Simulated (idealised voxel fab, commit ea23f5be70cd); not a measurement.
process module | voxel transistor to metal
cross-section cut | 185 nm wide | cells 5 nm
A cross-section is a grid of square cells, given in bands from the top down. A band is one or more rows of cells.
Each band's line starts with the height of the band's top and of its bottom, in nm. Then come its materials from left to right, each with its width in nm. One material with "throughout" fills the band from edge to edge. "air" is empty space.
Height 0 is the level under which the wafer as received is all one material. The lowest band goes on downwards, as in "0 down".
A width such as "30 to 40" changes by the same amount from each row of cells to the next, from the band's top row to its bottom row.
"no change" after a step means that no cell of the cross-section changed.
closed voids: empty space of 8 cells or more with no open way to the top, each as width x height at its distance from the left edge, in nm
after a step's settings: what the simulator itself notes on the step
overlay nm, on a step with a mask: how far to the right of its planned place the mask lay; to the left if negative
plan
1 op RECEIVE | material Si
2 op CONFORMAL_DEP | material SiO2 | thk nm 5
3 op CONFORMAL_DEP | material SiN | thk nm 15
4 op PATTERN | tone cover | mask id ACTIVE | material resist | width nm 105 | thk nm 15 | overlay nm 0
5 op DIRECTIONAL_ETCH | etch materials SiN | depth nm 15
6 op DIRECTIONAL_ETCH | etch materials SiO2 | depth nm 5
7 op DIRECTIONAL_ETCH | etch materials Si | depth nm 20
8 op STRIP | etch materials resist
9 op FILL_DEP | material SiO2 | thk nm 15
10 op CMP | height nm 20
11 op SELECTIVE_ETCH | etch materials SiO2 | depth nm 10
12 op STRIP | etch materials SiN
13 op SELECTIVE_ETCH | etch materials SiO2 | depth nm 5
14 op OXIDIZE | depth nm 5
15 op DIRECTIONAL_DEP | material polySi | thk nm 25
16 op DIRECTIONAL_DEP | material SiCN | thk nm 10
17 op DIRECTIONAL_DEP | material aC | thk nm 15
18 op PATTERN | tone cover | mask id GATE | material resist | width nm 25 | thk nm 30 | overlay nm 0
19 op DIRECTIONAL_ETCH | etch materials aC | depth nm 15
20 op STRIP | etch materials resist
21 op DIRECTIONAL_ETCH | etch materials SiCN | depth nm 20
22 op DIRECTIONAL_ETCH | etch materials polySi | depth nm 35
23 op STRIP | etch materials aC
24 op CONFORMAL_DEP | material SiO2 | thk nm 5
25 op DIRECTIONAL_ETCH | etch materials SiO2 | depth nm 5
26 op CONFORMAL_DEP | material SiN | thk nm 5
27 op DIRECTIONAL_ETCH | etch materials SiN | depth nm 5
28 op DIRECTIONAL_ETCH | etch materials SiO2 | depth nm 5
29 op DIRECTIONAL_ETCH | etch materials Si | depth nm 5
30 op EPI | material nSi | thk nm 10
31 op FILL_DEP | material SiO2 | thk nm 5
32 op CMP | height nm 25
33 op STRIP | etch materials polySi
34 op SELECTIVE_ETCH | etch materials SiO2 | depth nm 5
35 op CONFORMAL_DEP | material HfO2 | thk nm 5
36 op CONFORMAL_DEP | material TiN | thk nm 5
37 op FILL_DEP | material W | thk nm 10
38 op CMP | height nm 20
39 op DIRECTIONAL_DEP | material SiO2 | thk nm 15
40 op MASKED_ETCH | tone open | mask id CONTACT | width nm 15 | pitch nm 70 | etch materials SiO2 | depth nm 35 | overlay nm 0
41 op CONFORMAL_DEP | material TiN | thk nm 5
42 op FILL_DEP | material Ru | thk nm 10
43 op CMP | height nm 35
44 op CONFORMAL_DEP | material SiCN | thk nm 5
45 op DIRECTIONAL_DEP | material lowk | thk nm 20
46 op MASKED_ETCH | tone open | mask id METAL_1 | width nm 15 | pitch nm 70 | etch materials lowk | depth nm 20 | overlay nm 0
47 op MASKED_ETCH | tone open | mask id METAL_1 | width nm 15 | pitch nm 70 | etch materials SiCN | depth nm 5 | overlay nm 0
48 op CONFORMAL_DEP | material TiN | thk nm 5
49 op FILL_DEP | material Cu | thk nm 5
50 op CMP | height nm 60
51 op EPI | material Ru | thk nm 5
52 op FILL_DEP | material SiCN | thk nm 5
53 op DIRECTIONAL_DEP | material SiO2 | thk nm 30
54 op PATTERN | tone open | mask id METAL_2 | material resist | width nm 15 | pitch nm 70 | thk nm 15 | overlay nm 0
55 op DIRECTIONAL_ETCH | etch materials SiO2 | depth nm 20
56 op STRIP | etch materials resist
57 op MASKED_ETCH | tone open | mask id METAL_2_HOLES | width nm 15 | pitch nm 70 | etch materials SiO2 | depth nm 10 | overlay nm 0
58 op MASKED_ETCH | tone open | mask id METAL_2_HOLES | width nm 15 | pitch nm 70 | etch materials SiCN | depth nm 5 | overlay nm 0
59 op CONFORMAL_DEP | material TiN | thk nm 5
60 op FILL_DEP | material Ru | thk nm 5
61 op CMP | height nm 100
62 op CONFORMAL_DEP | material SiCN | thk nm 5
as received, after step 1
  0 down: Si throughout
  closed voids: none
a wafer at the end: this start, this plan, one mistake
  105 to 100: SiCN throughout
  100 to 90: SiO2 50 | TiN 5 | Ru 10 to 5 | TiN 5 to 10 | SiO2 50 | TiN 5 | Ru 10 to 5 | TiN 5 to 10 | SiO2 45
  90 to 85: SiO2 50 | TiN 5 | Ru 5 | TiN 5 | SiO2 55 | TiN 5 | Ru 5 | TiN 5 | SiO2 50
  85 to 80: SiO2 50 | TiN 15 | SiO2 55 | TiN 15 | SiO2 50
  80 to 70: SiO2 55 | TiN 10 | SiO2 60 | TiN 10 | SiO2 50
  70 to 65: SiCN 55 | TiN 10 | SiCN 60 | TiN 10 | SiCN 50
  65 to 60: SiCN 45 | Ru 25 | SiCN 45 | Ru 25 | SiCN 45
  60 to 40: lowk 50 | TiN 5 | Cu 5 | TiN 5 | lowk 55 | TiN 5 | Cu 5 | TiN 5 | lowk 50
  40 to 35: SiCN 50 | TiN 15 | SiCN 55 | TiN 15 | SiCN 50
  35 to 20: SiO2 50 | TiN 5 | Ru 5 | TiN 5 | SiO2 55 | TiN 5 | Ru 5 | TiN 5 | SiO2 50
  20 to 10: SiO2 50 | TiN 5 | Ru 5 | TiN 5 | SiO2 5 | SiN 5 | HfO2 5 | TiN 5 | W 15 | TiN 5 | HfO2 5 | SiN 5 | SiO2 5 | TiN 5 | Ru 5 | TiN 5 | SiO2 50
  10 to 5: SiO2 50 | TiN 15 | SiO2 5 | SiN 5 | HfO2 5 | TiN 5 | W 15 | TiN 5 | HfO2 5 | SiN 5 | SiO2 5 | TiN 15 | SiO2 50
  5 to 0: SiO2 40 | SiN 5 | nSi 10 | TiN 5 | nSi 10 | SiN 5 | HfO2 5 | TiN 25 | HfO2 5 | SiN 5 | nSi 10 | TiN 5 | nSi 10 | SiN 5 | SiO2 40
  0 to -5: SiO2 45 | nSi 25 | SiO2 5 | HfO2 35 | SiO2 5 | nSi 25 | SiO2 45
  -5 to -10: SiO2 40 | Si 5 | nSi 25 | Si 45 | nSi 25 | Si 5 | SiO2 40
  -10 to -20: SiO2 40 | Si 105 | SiO2 40
  -20 down: Si throughout
  closed voids: none
what went wrong: step 57 ran as: op MASKED_ETCH | tone open | mask id METAL_2_HOLES | width nm 15 | pitch nm 70 | etch materials SiO2 | depth nm 10 | overlay nm 5
